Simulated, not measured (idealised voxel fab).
The name of this process module is voxel capacitor over wiring.
FYI the section here is cut, 265 nm wide, cells are 5 nm squares.
Throughout this document, each cross-section is represented as a grid of square cells and is presented as a sequence of bands enumerated from the top downward, where a band comprises one or more rows of cells. The entry gives the band's vertical extent as a top height and a bottom height in nm, then its horizontal make-up as materials from left to right, each with a width in nm. "empty" stands for empty space; a single material marked "all across" fills the band edge to edge. For the purposes of this specification, 0 denotes the height below which the wafer in its as-received condition is composed wholly of one material, and the lowermost band, lacking a lower limit, extends downward without end, as expressed in "0 down". The two numbers in a width such as "30 to 40" mark its ends across the band: the first belongs to the top row of cells, the second to the bottom row, and from each row to the next the width moves by the same amount. Where the words "same as before" appear for a step, the cross-section shows no cell changed by that step; every cell remained as before. What "Closed cavities" gives you is every empty space of 8 cells or more that is cut off from the top. Each appears as width x height at distance, with the distance taken from the left edge and width, height and distance all in nm. On each step's line, the part that comes after the settings is the simulator's own comment on the step. The optional step-line setting "overlay nm" applies to steps with a mask and quantifies how far to the right of its planned location the mask lay, a negative value indicating leftward placement.

### This section lists the process steps that were planned
1,RECEIVE with material Si
2,CONFORMAL_DEP with material SiO2, thk nm 15
3,CONFORMAL_DEP with material SiN, thk nm 5
4,DIRECTIONAL_DEP with material lowk, thk nm 25
5,PATTERN with tone open, mask id METAL_1, material resist, width nm 30, pitch nm 85, thk nm 15, overlay nm 0
6,DIRECTIONAL_ETCH with etch materials lowk, depth nm 25
7,DIRECTIONAL_ETCH with etch materials SiN, depth nm 5
8,STRIP with etch materials resist
9,CONFORMAL_DEP with material TiN, thk nm 5
10,FILL_DEP with material W, thk nm 10
11,CMP with height nm 45
12,EPI with material Ru, thk nm 5
13,FILL_DEP with material SiCN, thk nm 5
14,DIRECTIONAL_DEP with material lowk, thk nm 20
15,MASKED_ETCH with tone open, mask id PLUG_1, width nm 15, etch materials lowk, depth nm 20, overlay nm 0
16,MASKED_ETCH with tone open, mask id PLUG_1, width nm 15, etch materials SiCN, depth nm 5, overlay nm 0
17,CONFORMAL_DEP with material TiN, thk nm 5
18,FILL_DEP with material Cu, thk nm 5
19,CMP with height nm 75
20,DIRECTIONAL_DEP with material TiN, thk nm 10
21,DIRECTIONAL_DEP with material HfO2, thk nm 5
22,DIRECTIONAL_DEP with material TiN, thk nm 5
23,DIRECTIONAL_DEP with material aC, thk nm 15
24,PATTERN with tone cover, mask id UPPER_PLATE, material resist, width nm 60, thk nm 35, overlay nm 0
25,DIRECTIONAL_ETCH with etch materials aC, depth nm 15
26,STRIP with etch materials resist
27,DIRECTIONAL_ETCH with etch materials TiN, depth nm 5
28,DIRECTIONAL_ETCH with etch materials HfO2, depth nm 5
29,STRIP with etch materials aC
30,MASKED_ETCH with tone cover, mask id LOWER_PLATE, width nm 70, etch materials TiN, depth nm 10, overlay nm 0
31,FILL_DEP with material SiO2, thk nm 15
32,CMP with height nm 105
33,PATTERN with tone open, mask id PLUG_2, material resist, width nm 15, thk nm 15, overlay nm 0
34,DIRECTIONAL_ETCH with etch materials SiO2, depth nm 10
35,STRIP with etch materials resist
36,CONFORMAL_DEP with material TiN, thk nm 5
37,FILL_DEP with material Ru, thk nm 5
38,CMP with height nm 105
39,CONFORMAL_DEP with material SiCN, thk nm 5

### Cross-section of the wafer at receipt, which is the condition after step 1
* 0 down: Si all across
* Closed cavities: none

### Post-module cross-section of the first of two wafers (run per plan)
* 110 to 105: SiCN all across
* 105 to 100: 100 SiO2, 5 TiN, 5 Ru, 5 TiN, 150 SiO2
* 100 to 90: 100 to 90 SiO2, 15 to 60 TiN, 150 to 115 SiO2
* 90 to 85: 90 SiO2, 60 HfO2, 115 SiO2
* 85 to 75: 85 SiO2, 70 TiN, 110 SiO2
* 75 to 55: 90 lowk, 5 TiN, 5 Cu, 5 TiN, 160 lowk
* 55 to 50: 90 SiCN, 15 TiN, 160 SiCN
* 50 to 45: 70 SiCN, 40 Ru, 45 SiCN, 40 Ru, 70 SiCN
* 45 to 20: 75 lowk, 5 TiN, 20 W, 5 TiN, 55 lowk, 5 TiN, 20 W, 5 TiN, 75 lowk
* 20 to 15: 75 SiN, 30 TiN, 55 SiN, 30 TiN, 75 SiN
* 15 to 0: SiO2 all across
* 0 down: Si all across
* Closed cavities: none

### Second of two wafers, module complete, sectioned: it shares the first wafer's start and plan but was run with one mistake
* 110 to 105: SiCN all across
* 105 to 95: Ru all across
* 95 to 90: TiN all across
* 90 to 85: HfO2 all across
* 85 to 75: TiN all across
* 75 to 55: 90 lowk, 5 TiN, 5 Cu, 5 TiN, 160 lowk
* 55 to 50: 90 SiCN, 15 TiN, 160 SiCN
* 50 to 45: 70 SiCN, 40 Ru, 45 SiCN, 40 Ru, 70 SiCN
* 45 to 20: 75 lowk, 5 TiN, 20 W, 5 TiN, 55 lowk, 5 TiN, 20 W, 5 TiN, 75 lowk
* 20 to 15: 75 SiN, 30 TiN, 55 SiN, 30 TiN, 75 SiN
* 15 to 0: SiO2 all across
* 0 down: Si all across
* Closed cavities: none
Here's what went sideways: step 23 changed vs plan, executed as DIRECTIONAL_DEP with material Ru, thk nm 15
Bottom line after processing is that, in cells, the second wafer is up or down on some materials versus the first: HfO2: 41 more, Ru: 105 more, SiO2: 260 fewer, TiN: 114 more
